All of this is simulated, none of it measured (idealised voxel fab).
process module | voxel transistor to metal
cross-section cut | 215 nm wide | cells 5 nm
A cross-section is a grid of square cells, given in bands from the top down. A band is one or more rows of cells.
Each band's line starts with the height of the band's top and of its bottom, in nm. Then come its materials from left to right, each with its width in nm. One material with "throughout" fills the band from edge to edge. "air" is empty space.
Height 0 is the level under which the wafer as received is all one material. The lowest band goes on downwards, as in "0 down".
A width such as "30 to 40" changes by the same amount from each row of cells to the next, from the band's top row to its bottom row.
"no change" after a step means that no cell of the cross-section changed.
closed voids: empty space of 8 cells or more with no open way to the top, each as width x height at its distance from the left edge, in nm
after a step's settings: what the simulator itself notes on the step
overlay nm, on a step with a mask: how far to the right of its planned place the mask lay; to the left if negative
Each pair below shows a cross-section before one step and the cross-section after it, down to the lowest band that changed. The line under each pair gives the step between them, with its settings. The pairs can come from different runs of this module on the same starting wafer, so a pair continues from the pair above only where its "before" says so.
before
  115 to 95: SiO2 55 | air 20 | SiO2 60 | air 20 | SiO2 60
  95 to 80: SiO2 55 | air 15 | SiO2 65 | air 15 | SiO2 65
  80 to 75: SiCN 55 | air 15 | SiCN 65 | air 15 | SiCN 65
  75 to 55: lowk 55 | TiN 5 | Cu 10 | TiN 5 | lowk 60 | TiN 5 | Cu 10 | TiN 5 | lowk 60
  55 to 50: SiCN 55 | TiN 20 | SiCN 60 | TiN 20 | SiCN 60
  50 to 40: SiO2 55 | TiN 5 | Ru 10 | TiN 5 | SiO2 60 | TiN 5 | Ru 10 | TiN 5 | SiO2 60
  40 to 35: SiO2 55 | TiN 5 | Ru 10 | TiN 5 | SiO2 10 | SiN 10 | SiCN 20 | SiN 10 | SiO2 10 | TiN 5 | Ru 10 | TiN 5 | SiO2 60
  35 to 5: SiO2 55 | TiN 5 | Ru 10 | TiN 5 | SiO2 10 | SiN 10 | polySi 20 | SiN 10 | SiO2 10 | TiN 5 | Ru 10 | TiN 5 | SiO2 60
  5 to 0: SiO2 45 | SiN 10 | TiN 5 | Ru 10 | TiN 5 | pSi 10 | SiN 10 | polySi 20 | SiN 10 | pSi 10 | TiN 5 | Ru 10 | TiN 5 | SiN 10 | SiO2 50
  0 to -5: SiO2 55 | TiN 20 | pSi 10 | SiO2 40 | pSi 10 | TiN 20 | SiO2 60
  -5 to -15: SiO2 55 | pSi 30 | Si 40 | pSi 30 | SiO2 60
  -15 to -25: SiO2 55 | Si 100 | SiO2 60
  -25 down: Si throughout
  closed voids: none
after
  120 to 115: TiN 60 | air 10 | TiN 70 | air 10 | TiN 65
  115 to 100: SiO2 55 | TiN 5 | air 10 | TiN 5 | SiO2 60 | TiN 5 | air 10 | TiN 5 | SiO2 60
  100 to 95: SiO2 55 | TiN 5 | air 5 | TiN 10 | SiO2 60 | TiN 5 | air 5 | TiN 10 | SiO2 60
  95 to 80: SiO2 55 | TiN 5 | air 5 | TiN 5 | SiO2 65 | TiN 5 | air 5 | TiN 5 | SiO2 65
  80 to 75: SiCN 55 | TiN 15 | SiCN 65 | TiN 15 | SiCN 65
  below 75: unchanged
  closed voids: none
the step between: op CONFORMAL_DEP | material TiN | thk nm 5
before: the cross-section after the pair above
after
  125 to 120: Ru throughout
  120 to 115: TiN 60 | Ru 10 | TiN 70 | Ru 10 | TiN 65
  115 to 100: SiO2 55 | TiN 5 | Ru 10 | TiN 5 | SiO2 60 | TiN 5 | Ru 10 | TiN 5 | SiO2 60
  100 to 95: SiO2 55 | TiN 5 | Ru 5 | TiN 10 | SiO2 60 | TiN 5 | Ru 5 | TiN 10 | SiO2 60
  95 to 80: SiO2 55 | TiN 5 | Ru 5 | TiN 5 | SiO2 65 | TiN 5 | Ru 5 | TiN 5 | SiO2 65
  below 80: unchanged
  closed voids: none
the step between: op FILL_DEP | material Ru | thk nm 5
before: the cross-section after the pair above
after
  115 to 100: SiO2 55 | TiN 5 | Ru 10 | TiN 5 | SiO2 60 | TiN 5 | Ru 10 | TiN 5 | SiO2 60
  below 100: unchanged
  closed voids: none
the step between: op CMP | height nm 115
before: the cross-section after the pair above
after
  120 to 115: SiCN throughout
  below 115: unchanged
  closed voids: none
the step between: op CONFORMAL_DEP | material SiCN | thk nm 5
before
  15 to 5: SiN throughout
  5 to 0: SiO2 throughout
  0 down: Si throughout
  closed voids: none
after
  30 to 15: air 55 | resist 100 | air 60
  below 15: unchanged
  closed voids: none
the step between: op PATTERN | tone cover | mask id ACTIVE | material resist | width nm 100 | thk nm 15 | overlay nm 0
before: the cross-section after the pair above
after
  30 to 15: air 55 | resist 100 | air 60
  15 to 5: air 55 | SiN 100 | air 60
  below 5: unchanged
  closed voids: none
the step between: op DIRECTIONAL_ETCH | etch materials SiN | depth nm 10
before: the cross-section after the pair above
after
  30 to 15: air 55 | resist 100 | air 60
  15 to 5: air 55 | SiN 100 | air 60
  5 to 0: air 55 | SiO2 100 | air 60
  below 0: unchanged
  closed voids: none
the step between: op DIRECTIONAL_ETCH | etch materials SiO2 | depth nm 5
before: the cross-section after the pair above
after
  30 to 15: air 55 | resist 100 | air 60
  15 to 5: air 55 | SiN 100 | air 60
  5 to 0: air 55 | SiO2 100 | air 60
  0 to -20: air 55 | Si 100 | air 60
  below -20: unchanged
  closed voids: none
the step between: op DIRECTIONAL_ETCH | etch materials Si | depth nm 20
before: the cross-section after the pair above
after
  15 to 5: air 55 | SiN 100 | air 60
  below 5: unchanged
  closed voids: none
the step between: op STRIP | etch materials resist
before: the cross-section after the pair above
after
  15 to 5: air 55 | SiN 100 | air 60
  5 to 0: air 55 | SiO2 100 | air 60
  0 to -20: air 55 | SiO2 5 | Si 90 | SiO2 5 | air 60
  -20 to -25: SiO2 60 | Si 90 | SiO2 65
  below -25: unchanged
  closed voids: none
the step between: op OXIDIZE | depth nm 5
before: the cross-section after the pair above
after
  30 to 15: SiO2 throughout
  15 to 5: SiO2 55 | SiN 100 | SiO2 60
  5 to 0: SiO2 throughout
  0 to -25: SiO2 60 | Si 90 | SiO2 65
  below -25: unchanged
  closed voids: none
the step between: op FILL_DEP | material SiO2 | thk nm 15
before: the cross-section after the pair above
after
  15 to 5: SiO2 55 | SiN 100 | SiO2 60
  below 5: unchanged
  closed voids: none
the step between: op CMP | height nm 15
before: the cross-section after the pair above
after
  15 to 10: air 55 | SiN 100 | air 60
  below 10: unchanged
  closed voids: none
the step between: op SELECTIVE_ETCH | etch materials SiO2 | depth nm 5
before: the cross-section after the pair above
after
  10 to 5: SiO2 55 | air 100 | SiO2 60
  below 5: unchanged
  closed voids: none
the step between: op STRIP | etch materials SiN
before: the cross-section after the pair above
after
  5 to 0: SiO2 50 | air 110 | SiO2 55
  below 0: unchanged
  closed voids: none
the step between: op SELECTIVE_ETCH | etch materials SiO2 | depth nm 5
before: the cross-section after the pair above
after
  5 to 0: SiO2 50 | air 110 | SiO2 55
  0 to -5: SiO2 throughout
  below -5: unchanged
  closed voids: none
the step between: op OXIDIZE | depth nm 5
before: the cross-section after the pair above
after
  35 to 30: polySi 50 | air 110 | polySi 55
  30 to 5: polySi throughout
  5 to 0: SiO2 50 | polySi 110 | SiO2 55
  below 0: unchanged
  closed voids: none
the step between: op DIRECTIONAL_DEP | material polySi | thk nm 30
before: the cross-section after the pair above
after
  45 to 40: SiCN 50 | air 110 | SiCN 55
  40 to 35: SiCN throughout
  35 to 30: polySi 50 | SiCN 110 | polySi 55
  below 30: unchanged
  closed voids: none
the step between: op DIRECTIONAL_DEP | material SiCN | thk nm 10
before: the cross-section after the pair above
after
  60 to 45: air 95 | resist 20 | air 100
  45 to 40: SiCN 50 | air 45 | resist 20 | air 45 | SiCN 55
  below 40: unchanged
  closed voids: none
the step between: op PATTERN | tone cover | mask id GATE | material resist | width nm 20 | thk nm 15 | overlay nm 0
before: the cross-section after the pair above
after
  60 to 40: air 95 | resist 20 | air 100
  40 to 35: air 95 | SiCN 20 | air 100
  35 to 30: polySi 50 | air 45 | SiCN 20 | air 45 | polySi 55
  below 30: unchanged
  closed voids: none
the step between: op DIRECTIONAL_ETCH | etch materials SiCN | depth nm 20
before: the cross-section after the pair above
after
  60 to 40: air 95 | resist 20 | air 100
  40 to 30: air 95 | SiCN 20 | air 100
  30 to 5: air 95 | polySi 20 | air 100
  5 to 0: SiO2 50 | air 45 | polySi 20 | air 45 | SiO2 55
  below 0: unchanged
  closed voids: none
the step between: op DIRECTIONAL_ETCH | etch materials polySi | depth nm 40
before: the cross-section after the pair above
after
  40 to 30: air 95 | SiCN 20 | air 100
  below 30: unchanged
  closed voids: none
the step between: op STRIP | etch materials resist
before: the cross-section after the pair above
after
  50 to 40: air 85 | SiN 40 | air 90
  40 to 30: air 85 | SiN 10 | SiCN 20 | SiN 10 | air 90
  30 to 15: air 85 | SiN 10 | polySi 20 | SiN 10 | air 90
  15 to 10: SiN 60 | air 25 | SiN 10 | polySi 20 | SiN 10 | air 25 | SiN 65
  10 to 5: SiN 95 | polySi 20 | SiN 100
  5 to 0: SiO2 50 | SiN 45 | polySi 20 | SiN 45 | SiO2 55
  below 0: unchanged
  closed voids: none
the step between: op CONFORMAL_DEP | material SiN | thk nm 10
before: the cross-section after the pair above
after
  40 to 30: air 85 | SiN 10 | SiCN 20 | SiN 10 | air 90
  30 to 5: air 85 | SiN 10 | polySi 20 | SiN 10 | air 90
  5 to 0: SiO2 50 | SiN 10 | air 25 | SiN 10 | polySi 20 | SiN 10 | air 25 | SiN 10 | SiO2 55
  below 0: unchanged
  closed voids: none
the step between: op DIRECTIONAL_ETCH | etch materials SiN | depth nm 10
before: the cross-section after the pair above
after
  40 to 30: air 85 | SiN 10 | SiCN 20 | SiN 10 | air 90
  30 to 5: air 85 | SiN 10 | polySi 20 | SiN 10 | air 90
  5 to 0: air 50 | SiN 10 | air 25 | SiN 10 | polySi 20 | SiN 10 | air 25 | SiN 10 | air 55
  0 to -5: SiO2 60 | air 25 | SiO2 40 | air 25 | SiO2 65
  below -5: unchanged
  closed voids: none
the step between: op DIRECTIONAL_ETCH | etch materials SiO2 | depth nm 5
before: the cross-section after the pair above
after
  40 to 30: air 85 | SiN 10 | SiCN 20 | SiN 10 | air 90
  30 to 5: air 85 | SiN 10 | polySi 20 | SiN 10 | air 90
  5 to 0: air 50 | SiN 10 | air 25 | SiN 10 | polySi 20 | SiN 10 | air 25 | SiN 10 | air 55
  0 to -5: SiO2 60 | air 25 | SiO2 40 | air 25 | SiO2 65
  -5 to -15: SiO2 60 | air 25 | Si 40 | air 25 | SiO2 65
  below -15: unchanged
  closed voids: none
the step between: op DIRECTIONAL_ETCH | etch materials Si | depth nm 10
before: the cross-section after the pair above
after
  40 to 30: air 85 | SiN 10 | SiCN 20 | SiN 10 | air 90
  30 to 5: air 85 | SiN 10 | polySi 20 | SiN 10 | air 90
  5 to 0: air 50 | SiN 10 | air 15 | pSi 10 | SiN 10 | polySi 20 | SiN 10 | pSi 10 | air 15 | SiN 10 | air 55
  0 to -5: SiO2 60 | air 15 | pSi 10 | SiO2 40 | pSi 10 | air 15 | SiO2 65
  -5 to -15: SiO2 60 | pSi 25 | Si 40 | pSi 25 | SiO2 65
  below -15: unchanged
  closed voids: none
the step between: op EPI | material pSi | thk nm 10
before: the cross-section after the pair above
after
  45 to 40: SiO2 throughout
  40 to 30: SiO2 85 | SiN 10 | SiCN 20 | SiN 10 | SiO2 90
  30 to 5: SiO2 85 | SiN 10 | polySi 20 | SiN 10 | SiO2 90
  5 to 0: SiO2 50 | SiN 10 | SiO2 15 | pSi 10 | SiN 10 | polySi 20 | SiN 10 | pSi 10 | SiO2 15 | SiN 10 | SiO2 55
  0 to -5: SiO2 75 | pSi 10 | SiO2 40 | pSi 10 | SiO2 80
  below -5: unchanged
  closed voids: none
the step between: op FILL_DEP | material SiO2 | thk nm 5
before: the cross-section after the pair above
after
  40 to 30: SiO2 85 | SiN 10 | SiCN 20 | SiN 10 | SiO2 90
  below 30: unchanged
  closed voids: none
the step between: op CMP | height nm 40
before: the cross-section after the pair above
after
  50 to 40: SiO2 throughout
  below 40: unchanged
  closed voids: none
the step between: op DIRECTIONAL_DEP | material SiO2 | thk nm 10
before: the cross-section after the pair above
after
  70 to 50: resist 55 | air 20 | resist 60 | air 20 | resist 60
  below 50: unchanged
  closed voids: none
the step between: op PATTERN | tone open | mask id CONTACT | material resist | width nm 20 | pitch nm 80 | thk nm 20 | overlay nm 0
before: the cross-section after the pair above
after
  70 to 50: resist 55 | air 20 | resist 60 | air 20 | resist 60
  50 to 40: SiO2 55 | air 20 | SiO2 60 | air 20 | SiO2 60
  40 to 30: SiO2 55 | air 20 | SiO2 10 | SiN 10 | SiCN 20 | SiN 10 | SiO2 10 | air 20 | SiO2 60
  30 to 5: SiO2 55 | air 20 | SiO2 10 | SiN 10 | polySi 20 | SiN 10 | SiO2 10 | air 20 | SiO2 60
  5 to 0: SiO2 50 | SiN 10 | air 15 | pSi 10 | SiN 10 | polySi 20 | SiN 10 | pSi 10 | air 15 | SiN 10 | SiO2 55
  0 to -5: SiO2 60 | air 15 | pSi 10 | SiO2 40 | pSi 10 | air 15 | SiO2 65
  below -5: unchanged
  closed voids: none
the step between: op DIRECTIONAL_ETCH | etch materials SiO2 | depth nm 55
before: the cross-section after the pair above
after
  50 to 40: SiO2 55 | air 20 | SiO2 60 | air 20 | SiO2 60
  below 40: unchanged
  closed voids: none
the step between: op STRIP | etch materials resist
before: the cross-section after the pair above
after
  55 to 50: TiN 60 | air 10 | TiN 70 | air 10 | TiN 65
  50 to 40: SiO2 55 | TiN 5 | air 10 | TiN 5 | SiO2 60 | TiN 5 | air 10 | TiN 5 | SiO2 60
  40 to 30: SiO2 55 | TiN 5 | air 10 | TiN 5 | SiO2 10 | SiN 10 | SiCN 20 | SiN 10 | SiO2 10 | TiN 5 | air 10 | TiN 5 | SiO2 60
  30 to 10: SiO2 55 | TiN 5 | air 10 | TiN 5 | SiO2 10 | SiN 10 | polySi 20 | SiN 10 | SiO2 10 | TiN 5 | air 10 | TiN 5 | SiO2 60
  10 to 5: SiO2 55 | TiN 10 | air 5 | TiN 5 | SiO2 10 | SiN 10 | polySi 20 | SiN 10 | SiO2 10 | TiN 5 | air 5 | TiN 10 | SiO2 60
  5 to 0: SiO2 50 | SiN 10 | TiN 5 | air 5 | TiN 5 | pSi 10 | SiN 10 | polySi 20 | SiN 10 | pSi 10 | TiN 5 | air 5 | TiN 5 | SiN 10 | SiO2 55
  0 to -5: SiO2 60 | TiN 15 | pSi 10 | SiO2 40 | pSi 10 | TiN 15 | SiO2 65
  below -5: unchanged
  closed voids: none
the step between: op CONFORMAL_DEP | material TiN | thk nm 5
before: the cross-section after the pair above
after
  60 to 55: Ru throughout
  55 to 50: TiN 60 | Ru 10 | TiN 70 | Ru 10 | TiN 65
  50 to 40: SiO2 55 | TiN 5 | Ru 10 | TiN 5 | SiO2 60 | TiN 5 | Ru 10 | TiN 5 | SiO2 60
  40 to 30: SiO2 55 | TiN 5 | Ru 10 | TiN 5 | SiO2 10 | SiN 10 | SiCN 20 | SiN 10 | SiO2 10 | TiN 5 | Ru 10 | TiN 5 | SiO2 60
  30 to 10: SiO2 55 | TiN 5 | Ru 10 | TiN 5 | SiO2 10 | SiN 10 | polySi 20 | SiN 10 | SiO2 10 | TiN 5 | Ru 10 | TiN 5 | SiO2 60
  10 to 5: SiO2 55 | TiN 10 | Ru 5 | TiN 5 | SiO2 10 | SiN 10 | polySi 20 | SiN 10 | SiO2 10 | TiN 5 | Ru 5 | TiN 10 | SiO2 60
  5 to 0: SiO2 50 | SiN 10 | TiN 5 | Ru 5 | TiN 5 | pSi 10 | SiN 10 | polySi 20 | SiN 10 | pSi 10 | TiN 5 | Ru 5 | TiN 5 | SiN 10 | SiO2 55
  below 0: unchanged
  closed voids: none
the step between: op FILL_DEP | material Ru | thk nm 5
before: the cross-section after the pair above
after
  50 to 40: SiO2 55 | TiN 5 | Ru 10 | TiN 5 | SiO2 60 | TiN 5 | Ru 10 | TiN 5 | SiO2 60
  below 40: unchanged
  closed voids: none
the step between: op CMP | height nm 50
before: the cross-section after the pair above
after
  55 to 50: SiCN throughout
  below 50: unchanged
  closed voids: none
the step between: op CONFORMAL_DEP | material SiCN | thk nm 5
before: the cross-section after the pair above
after
  75 to 55: lowk throughout
  below 55: unchanged
  closed voids: none
the step between: op DIRECTIONAL_DEP | material lowk | thk nm 20
before: the cross-section after the pair above
after
  90 to 75: resist 55 | air 20 | resist 60 | air 20 | resist 60
  below 75: unchanged
  closed voids: none
the step between: op PATTERN | tone open | mask id METAL_1 | material resist | width nm 20 | pitch nm 80 | thk nm 15 | overlay nm 0
before: the cross-section after the pair above
after
  90 to 75: resist 55 | air 20 | resist 60 | air 20 | resist 60
  75 to 55: lowk 55 | air 20 | lowk 60 | air 20 | lowk 60
  below 55: unchanged
  closed voids: none
the step between: op DIRECTIONAL_ETCH | etch materials lowk | depth nm 20
before: the cross-section after the pair above
after
  90 to 75: resist 55 | air 20 | resist 60 | air 20 | resist 60
  75 to 55: lowk 55 | air 20 | lowk 60 | air 20 | lowk 60
  55 to 50: SiCN 55 | air 20 | SiCN 60 | air 20 | SiCN 60
  below 50: unchanged
  closed voids: none
the step between: op DIRECTIONAL_ETCH | etch materials SiCN | depth nm 5
before: the cross-section after the pair above
after
  75 to 55: lowk 55 | air 20 | lowk 60 | air 20 | lowk 60
  below 55: unchanged
  closed voids: none
the step between: op STRIP | etch materials resist
before: the cross-section after the pair above
after
  80 to 75: TiN 60 | air 10 | TiN 70 | air 10 | TiN 65
  75 to 55: lowk 55 | TiN 5 | air 10 | TiN 5 | lowk 60 | TiN 5 | air 10 | TiN 5 | lowk 60
  55 to 50: SiCN 55 | TiN 20 | SiCN 60 | TiN 20 | SiCN 60
  below 50: unchanged
  closed voids: none
the step between: op CONFORMAL_DEP | material TiN | thk nm 5
before: the cross-section after the pair above
after
  90 to 80: Cu throughout
  80 to 75: TiN 60 | Cu 10 | TiN 70 | Cu 10 | TiN 65
  75 to 55: lowk 55 | TiN 5 | Cu 10 | TiN 5 | lowk 60 | TiN 5 | Cu 10 | TiN 5 | lowk 60
  below 55: unchanged
  closed voids: none
the step between: op FILL_DEP | material Cu | thk nm 10
before: the cross-section after the pair above
after
  75 to 55: lowk 55 | TiN 5 | Cu 10 | TiN 5 | lowk 60 | TiN 5 | Cu 10 | TiN 5 | lowk 60
  below 55: unchanged
  closed voids: none
the step between: op CMP | height nm 75
before: the cross-section after the pair above
after
  80 to 75: SiCN throughout
  below 75: unchanged
  closed voids: none
the step between: op CONFORMAL_DEP | material SiCN | thk nm 5
before: the cross-section after the pair above
after
  115 to 80: SiO2 throughout
  below 80: unchanged
  closed voids: none
the step between: op DIRECTIONAL_DEP | material SiO2 | thk nm 35
before: the cross-section after the pair above
after
  130 to 115: aC throughout
  below 115: unchanged
  closed voids: none
the step between: op DIRECTIONAL_DEP | material aC | thk nm 15
before: the cross-section after the pair above
after
  165 to 130: resist 55 | air 15 | resist 65 | air 15 | resist 65
  below 130: unchanged
  closed voids: none
the step between: op PATTERN | tone open | mask id METAL_2_HOLES | material resist | width nm 15 | pitch nm 80 | thk nm 35 | overlay nm 0
before: the cross-section after the pair above
after
  150 to 130: resist 55 | air 15 | resist 65 | air 15 | resist 65
  130 to 115: aC 55 | air 15 | aC 65 | air 15 | aC 65
  below 115: unchanged
  closed voids: none
the step between: op DIRECTIONAL_ETCH | etch materials aC | depth nm 15
before: the cross-section after the pair above
after
  130 to 115: aC 55 | air 15 | aC 65 | air 15 | aC 65
  below 115: unchanged
  closed voids: none
the step between: op STRIP | etch materials resist
before: the cross-section after the pair above
after
  130 to 115: aC 55 | air 15 | aC 65 | air 15 | aC 65
  115 to 80: SiO2 55 | air 15 | SiO2 65 | air 15 | SiO2 65
  below 80: unchanged
  closed voids: none
the step between: op DIRECTIONAL_ETCH | etch materials SiO2 | depth nm 35
before: the cross-section after the pair above
after
  115 to 80: SiO2 55 | air 15 | SiO2 65 | air 15 | SiO2 65
  below 80: unchanged
  closed voids: none
the step between: op STRIP | etch materials aC
before: the cross-section after the pair above
after
  115 to 95: SiO2 55 | air 20 | SiO2 60 | air 20 | SiO2 60
  below 95: unchanged
  closed voids: none
the step between: op MASKED_ETCH | tone open | mask id METAL_2 | width nm 20 | pitch nm 80 | etch materials SiO2 | depth nm 20 | overlay nm 0
before: the cross-section after the pair above
after
  115 to 95: SiO2 55 | air 20 | SiO2 60 | air 20 | SiO2 60
  95 to 80: SiO2 55 | air 15 | SiO2 65 | air 15 | SiO2 65
  80 to 75: SiCN 55 | air 15 | SiCN 65 | air 15 | SiCN 65
  below 75: unchanged
  closed voids: none
the step between: op MASKED_ETCH | tone open | mask id METAL_2 | width nm 20 | pitch nm 80 | etch materials SiCN | depth nm 5 | overlay nm 0
before: the cross-section after the pair above
after
  120 to 115: TiN 60 | air 10 | TiN 70 | air 10 | TiN 65
  115 to 100: SiO2 55 | TiN 5 | air 10 | TiN 5 | SiO2 60 | TiN 5 | air 10 | TiN 5 | SiO2 60
  100 to 95: SiO2 55 | TiN 5 | air 5 | TiN 10 | SiO2 60 | TiN 5 | air 5 | TiN 10 | SiO2 60
  95 to 80: SiO2 55 | TiN 5 | air 5 | TiN 5 | SiO2 65 | TiN 5 | air 5 | TiN 5 | SiO2 65
  80 to 75: SiCN 55 | TiN 15 | SiCN 65 | TiN 15 | SiCN 65
  below 75: unchanged
  closed voids: none
the step between: op CONFORMAL_DEP | material TiN | thk nm 5
before: the cross-section after the pair above
after
  125 to 120: Ru throughout
  120 to 115: TiN 60 | Ru 10 | TiN 70 | Ru 10 | TiN 65
  115 to 100: SiO2 55 | TiN 5 | Ru 10 | TiN 5 | SiO2 60 | TiN 5 | Ru 10 | TiN 5 | SiO2 60
  100 to 95: SiO2 55 | TiN 5 | Ru 5 | TiN 10 | SiO2 60 | TiN 5 | Ru 5 | TiN 10 | SiO2 60
  95 to 80: SiO2 55 | TiN 5 | Ru 5 | TiN 5 | SiO2 65 | TiN 5 | Ru 5 | TiN 5 | SiO2 65
  below 80: unchanged
  closed voids: none
the step between: op FILL_DEP | material Ru | thk nm 5
before: the cross-section after the pair above
after
  115 to 100: SiO2 55 | TiN 5 | Ru 10 | TiN 5 | SiO2 60 | TiN 5 | Ru 10 | TiN 5 | SiO2 60
  below 100: unchanged
  closed voids: none
the step between: op CMP | height nm 115
before: the cross-section after the pair above
after
  120 to 115: SiCN throughout
  below 115: unchanged
  closed voids: none
the step between: op CONFORMAL_DEP | material SiCN | thk nm 5
before
  45 to 40: SiCN 45 | air 120 | SiCN 50
  40 to 35: SiCN throughout
  35 to 30: polySi 45 | SiCN 120 | polySi 50
  30 to 5: polySi throughout
  5 to 0: SiO2 45 | polySi 120 | SiO2 50
  0 to -5: SiO2 throughout
  -5 to -25: SiO2 55 | Si 100 | SiO2 60
  -25 down: Si throughout
  closed voids: none
after
  60 to 45: air 100 | resist 20 | air 95
  45 to 40: SiCN 45 | air 55 | resist 20 | air 45 | SiCN 50
  below 40: unchanged
  closed voids: none
the step between: op PATTERN | tone cover | mask id GATE | material resist | width nm 20 | thk nm 15 | overlay nm 5
before: the cross-section after the pair above
after
  60 to 40: air 100 | resist 20 | air 95
  40 to 35: air 100 | SiCN 20 | air 95
  35 to 30: polySi 45 | air 55 | SiCN 20 | air 45 | polySi 50
  below 30: unchanged
  closed voids: none
the step between: op DIRECTIONAL_ETCH | etch materials SiCN | depth nm 20
before: the cross-section after the pair above
after
  60 to 40: air 100 | resist 20 | air 95
  40 to 30: air 100 | SiCN 20 | air 95
  30 to 5: air 100 | polySi 20 | air 95
  5 to 0: SiO2 45 | air 55 | polySi 20 | air 45 | SiO2 50
  below 0: unchanged
  closed voids: none
the step between: op DIRECTIONAL_ETCH | etch materials polySi | depth nm 40
before: the cross-section after the pair above
after
  40 to 30: air 100 | SiCN 20 | air 95
  below 30: unchanged
  closed voids: none
the step between: op STRIP | etch materials resist
before: the cross-section after the pair above
after
  50 to 40: air 90 | SiN 40 | air 85
  40 to 30: air 90 | SiN 10 | SiCN 20 | SiN 10 | air 85
  30 to 15: air 90 | SiN 10 | polySi 20 | SiN 10 | air 85
  15 to 10: SiN 55 | air 35 | SiN 10 | polySi 20 | SiN 10 | air 25 | SiN 60
  10 to 5: SiN 100 | polySi 20 | SiN 95
  5 to 0: SiO2 45 | SiN 55 | polySi 20 | SiN 45 | SiO2 50
  below 0: unchanged
  closed voids: none
the step between: op CONFORMAL_DEP | material SiN | thk nm 10
before: the cross-section after the pair above
after
  40 to 30: air 90 | SiN 10 | SiCN 20 | SiN 10 | air 85
  30 to 5: air 90 | SiN 10 | polySi 20 | SiN 10 | air 85
  5 to 0: SiO2 45 | SiN 10 | air 35 | SiN 10 | polySi 20 | SiN 10 | air 25 | SiN 10 | SiO2 50
  below 0: unchanged
  closed voids: none
the step between: op DIRECTIONAL_ETCH | etch materials SiN | depth nm 10
before: the cross-section after the pair above
after
  40 to 30: air 90 | SiN 10 | SiCN 20 | SiN 10 | air 85
  30 to 5: air 90 | SiN 10 | polySi 20 | SiN 10 | air 85
  5 to 0: air 45 | SiN 10 | air 35 | SiN 10 | polySi 20 | SiN 10 | air 25 | SiN 10 | air 50
  0 to -5: SiO2 55 | air 35 | SiO2 40 | air 25 | SiO2 60
  below -5: unchanged
  closed voids: none
the step between: op DIRECTIONAL_ETCH | etch materials SiO2 | depth nm 5
before: the cross-section after the pair above
after
  40 to 30: air 90 | SiN 10 | SiCN 20 | SiN 10 | air 85
  30 to 5: air 90 | SiN 10 | polySi 20 | SiN 10 | air 85
  5 to 0: air 45 | SiN 10 | air 35 | SiN 10 | polySi 20 | SiN 10 | air 25 | SiN 10 | air 50
  0 to -5: SiO2 55 | air 35 | SiO2 40 | air 25 | SiO2 60
  -5 to -15: SiO2 55 | air 35 | Si 40 | air 25 | SiO2 60
  below -15: unchanged
  closed voids: none
the step between: op DIRECTIONAL_ETCH | etch materials Si | depth nm 10
before: the cross-section after the pair above
after
  40 to 30: air 90 | SiN 10 | SiCN 20 | SiN 10 | air 85
  30 to 5: air 90 | SiN 10 | polySi 20 | SiN 10 | air 85
  5 to 0: air 45 | SiN 10 | air 25 | pSi 10 | SiN 10 | polySi 20 | SiN 10 | pSi 10 | air 15 | SiN 10 | air 50
  0 to -5: SiO2 55 | air 25 | pSi 10 | SiO2 40 | pSi 10 | air 15 | SiO2 60
  -5 to -15: SiO2 55 | pSi 35 | Si 40 | pSi 25 | SiO2 60
  below -15: unchanged
  closed voids: none
the step between: op EPI | material pSi | thk nm 10
before: the cross-section after the pair above
after
  45 to 40: SiO2 throughout
  40 to 30: SiO2 90 | SiN 10 | SiCN 20 | SiN 10 | SiO2 85
  30 to 5: SiO2 90 | SiN 10 | polySi 20 | SiN 10 | SiO2 85
  5 to 0: SiO2 45 | SiN 10 | SiO2 25 | pSi 10 | SiN 10 | polySi 20 | SiN 10 | pSi 10 | SiO2 15 | SiN 10 | SiO2 50
  0 to -5: SiO2 80 | pSi 10 | SiO2 40 | pSi 10 | SiO2 75
  below -5: unchanged
  closed voids: none
the step between: op FILL_DEP | material SiO2 | thk nm 5
before: the cross-section after the pair above
after
  40 to 30: SiO2 90 | SiN 10 | SiCN 20 | SiN 10 | SiO2 85
  below 30: unchanged
  closed voids: none
the step between: op CMP | height nm 40
before: the cross-section after the pair above
after
  50 to 40: SiO2 throughout
  below 40: unchanged
  closed voids: none
the step between: op DIRECTIONAL_DEP | material SiO2 | thk nm 10
before: the cross-section after the pair above
after
  70 to 50: resist 55 | air 20 | resist 60 | air 20 | resist 60
  below 50: unchanged
  closed voids: none
the step between: op PATTERN | tone open | mask id CONTACT | material resist | width nm 20 | pitch nm 80 | thk nm 20 | overlay nm 0
before: the cross-section after the pair above
after
  70 to 50: resist 55 | air 20 | resist 60 | air 20 | resist 60
  50 to 40: SiO2 55 | air 20 | SiO2 60 | air 20 | SiO2 60
  40 to 30: SiO2 55 | air 20 | SiO2 15 | SiN 10 | SiCN 20 | SiN 10 | SiO2 5 | air 20 | SiO2 60
  30 to 5: SiO2 55 | air 20 | SiO2 15 | SiN 10 | polySi 20 | SiN 10 | SiO2 5 | air 20 | SiO2 60
  5 to 0: SiO2 45 | SiN 10 | air 20 | SiO2 5 | pSi 10 | SiN 10 | polySi 20 | SiN 10 | pSi 10 | air 15 | SiN 10 | SiO2 50
  0 to -5: SiO2 55 | air 20 | SiO2 5 | pSi 10 | SiO2 40 | pSi 10 | air 15 | SiO2 60
  below -5: unchanged
  closed voids: none
the step between: op DIRECTIONAL_ETCH | etch materials SiO2 | depth nm 55
before: the cross-section after the pair above
after
  50 to 40: SiO2 55 | air 20 | SiO2 60 | air 20 | SiO2 60
  below 40: unchanged
  closed voids: none
the step between: op STRIP | etch materials resist
before: the cross-section after the pair above
after
  55 to 50: TiN 60 | air 10 | TiN 70 | air 10 | TiN 65
  50 to 40: SiO2 55 | TiN 5 | air 10 | TiN 5 | SiO2 60 | TiN 5 | air 10 | TiN 5 | SiO2 60
  40 to 30: SiO2 55 | TiN 5 | air 10 | TiN 5 | SiO2 15 | SiN 10 | SiCN 20 | SiN 10 | SiO2 5 | TiN 5 | air 10 | TiN 5 | SiO2 60
  30 to 10: SiO2 55 | TiN 5 | air 10 | TiN 5 | SiO2 15 | SiN 10 | polySi 20 | SiN 10 | SiO2 5 | TiN 5 | air 10 | TiN 5 | SiO2 60
  10 to 5: SiO2 55 | TiN 5 | air 10 | TiN 5 | SiO2 15 | SiN 10 | polySi 20 | SiN 10 | SiO2 5 | TiN 10 | air 5 | TiN 5 | SiO2 60
  5 to 0: SiO2 45 | SiN 10 | TiN 5 | air 10 | TiN 5 | SiO2 5 | pSi 10 | SiN 10 | polySi 20 | SiN 10 | pSi 10 | TiN 5 | air 5 | TiN 5 | SiN 10 | SiO2 50
  0 to -5: SiO2 55 | TiN 20 | SiO2 5 | pSi 10 | SiO2 40 | pSi 10 | TiN 15 | SiO2 60
  below -5: unchanged
  closed voids: none
the step between: op CONFORMAL_DEP | material TiN | thk nm 5
